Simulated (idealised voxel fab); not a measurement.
Documented hereafter: the process module known as voxel transistor to metal.
Square cells of 5 nm make up the cross-section cut, whose width is 180 nm.
Cross-section layout: square cells on a grid; listed as bands, top to bottom; a band spans one or more cell rows. First you get the band's top height and its bottom height, in nm, and then the materials it's made of, left to right, with each width in nm. If you see a single material with "throughout", that one covers the band edge to edge. "blank" is empty space. Heights are reckoned from 0. Under this level, the received wafer is all of one material. The bottommost band is open-ended downward, for example "0..down". With a width like "30->40", each row of cells in the band differs from the next by the same amount, the top row carrying the first number and the bottom row the second. When a step is marked "nothing altered", none of the cells in the cross-section changed during that step. "Enclosed internal cavities": sealed empty spaces, 8 cells or more, no open way to top, listed width x height at distance, with distance from the left edge and width, height and distance in nm. Step line, after settings: the simulator's comment on this step. Among the settings permitted on a step's line is "overlay nm"; applied to a step with a mask, it specifies the extent to which the mask lay to the right of its planned position, whereas a negative figure signifies a position to the left.

# Planned process steps
1 RECEIVE with material Si
2 CONFORMAL_DEP with material SiO2, thk nm 5
3 CONFORMAL_DEP with material SiN, thk nm 10
4 MASKED_ETCH with tone cover, mask id ACTIVE, width nm 95, etch materials SiN, depth nm 10, overlay nm 0
5 MASKED_ETCH with tone cover, mask id ACTIVE, width nm 95, etch materials SiO2, depth nm 5, overlay nm 0
6 MASKED_ETCH with tone cover, mask id ACTIVE, width nm 95, etch materials Si, depth nm 35, overlay nm 0
7 OXIDIZE with depth nm 5
8 FILL_DEP with material SiO2, thk nm 10
9 CMP with height nm 15
10 SELECTIVE_ETCH with etch materials SiO2, depth nm 10
11 STRIP with etch materials SiN
12 SELECTIVE_ETCH with etch materials SiO2, depth nm 5
13 OXIDIZE with depth nm 5
14 DIRECTIONAL_DEP with material polySi, thk nm 30
15 DIRECTIONAL_DEP with material SiCN, thk nm 15
16 PATTERN with tone cover, mask id GATE, material resist, width nm 25, thk nm 15, overlay nm 0
17 DIRECTIONAL_ETCH with etch materials SiCN, depth nm 25
18 DIRECTIONAL_ETCH with etch materials polySi, depth nm 40
19 STRIP with etch materials resist
20 CONFORMAL_DEP with material SiN, thk nm 5
21 DIRECTIONAL_ETCH with etch materials SiN, depth nm 5
22 DIRECTIONAL_ETCH with etch materials SiO2, depth nm 5
23 EPI with material SiGe, thk nm 5
24 FILL_DEP with material SiO2, thk nm 5
25 CMP with height nm 30
26 STRIP with etch materials polySi
27 SELECTIVE_ETCH with etch materials SiO2, depth nm 5
28 CONFORMAL_DEP with material HfO2, thk nm 5
29 CONFORMAL_DEP with material TiN, thk nm 5
30 FILL_DEP with material W, thk nm 10
31 CMP with height nm 25
32 DIRECTIONAL_DEP with material SiO2, thk nm 15
33 PATTERN with tone open, mask id CONTACT, material resist, width nm 15, pitch nm 70, thk nm 15, overlay nm 0
34 DIRECTIONAL_ETCH with etch materials SiO2, depth nm 40
35 STRIP with etch materials resist
36 CONFORMAL_DEP with material TiN, thk nm 5
37 FILL_DEP with material Ru, thk nm 10
38 CMP with height nm 40
39 CONFORMAL_DEP with material SiN, thk nm 5
40 DIRECTIONAL_DEP with material SiO2, thk nm 25
41 PATTERN with tone open, mask id METAL_1, material resist, width nm 15, pitch nm 70, thk nm 15, overlay nm 0
42 DIRECTIONAL_ETCH with etch materials SiO2, depth nm 25
43 DIRECTIONAL_ETCH with etch materials SiN, depth nm 5
44 STRIP with etch materials resist
45 CONFORMAL_DEP with material TiN, thk nm 5
46 FILL_DEP with material Cu, thk nm 10
47 CMP with height nm 70
48 CONFORMAL_DEP with material SiCN, thk nm 5
49 DIRECTIONAL_DEP with material SiO2, thk nm 30
50 DIRECTIONAL_DEP with material aC, thk nm 10
51 PATTERN with tone open, mask id METAL_2, material resist, width nm 15, pitch nm 70, thk nm 25, overlay nm 0
52 DIRECTIONAL_ETCH with etch materials aC, depth nm 10
53 STRIP with etch materials resist
54 DIRECTIONAL_ETCH with etch materials SiO2, depth nm 15
55 STRIP with etch materials aC
56 DIRECTIONAL_DEP with material aC, thk nm 15
57 PATTERN with tone open, mask id METAL_2_HOLES, material resist, width nm 15, pitch nm 70, thk nm 30, overlay nm 0
58 DIRECTIONAL_ETCH with etch materials aC, depth nm 15
59 STRIP with etch materials resist
60 DIRECTIONAL_ETCH with etch materials SiO2, depth nm 15
61 DIRECTIONAL_ETCH with etch materials SiCN, depth nm 5
62 STRIP with etch materials aC
63 CONFORMAL_DEP with material TiN, thk nm 5
64 FILL_DEP with material Cu, thk nm 10
65 CMP with height nm 105
66 CONFORMAL_DEP with material SiCN, thk nm 5

# Cross-sectional view of the wafer in its as-received condition, corresponding to the state after step 1
- 0..down  Si throughout
- Enclosed internal cavities: none

# Starting wafer: above. Plan: above. Run: one mistake. Cross-section after the module: below
- 110..105  SiCN throughout
- 105..75  SiO2 45, TiN 5, Cu 5, TiN 5, SiO2 55, TiN 5, Cu 5, TiN 5, SiO2 50
- 75..70  SiCN 45, TiN 15, SiCN 55, TiN 15, SiCN 50
- 70..45  Cu 40, TiN 5, SiO2 15, TiN 5, Cu 45, TiN 5, SiO2 15, TiN 5, Cu 45
- 45..40  TiN 45, SiN 15, TiN 55, SiN 15, TiN 50
- 40..25  SiO2 45, TiN 5, Ru 5, TiN 5, SiO2 55, TiN 5, Ru 5, TiN 5, SiO2 50
- 25..5  SiO2 45, TiN 5, Ru 5, TiN 5, SiO2 10, SiN 5, HfO2 5, TiN 5, W 5, TiN 5, HfO2 5, SiN 5, SiO2 10, TiN 5, Ru 5, TiN 5, SiO2 50
- 5..0  SiO2 45, TiN 15, SiO2 10, SiN 5, HfO2 5, TiN 15, HfO2 5, SiN 5, SiO2 10, TiN 15, SiO2 50
- 0..-5  SiO2 40, SiGe 30, HfO2 35, SiGe 30, SiO2 45
- -5..-40  SiO2 45, Si 85, SiO2 50
- -40..down  Si throughout
- Enclosed internal cavities: none
Finding, execution versus plan: contrary to plan, step 41 was performed as PATTERN with tone cover, mask id METAL_1, material resist, width nm 15, pitch nm 70, thk nm 15, overlay nm 0
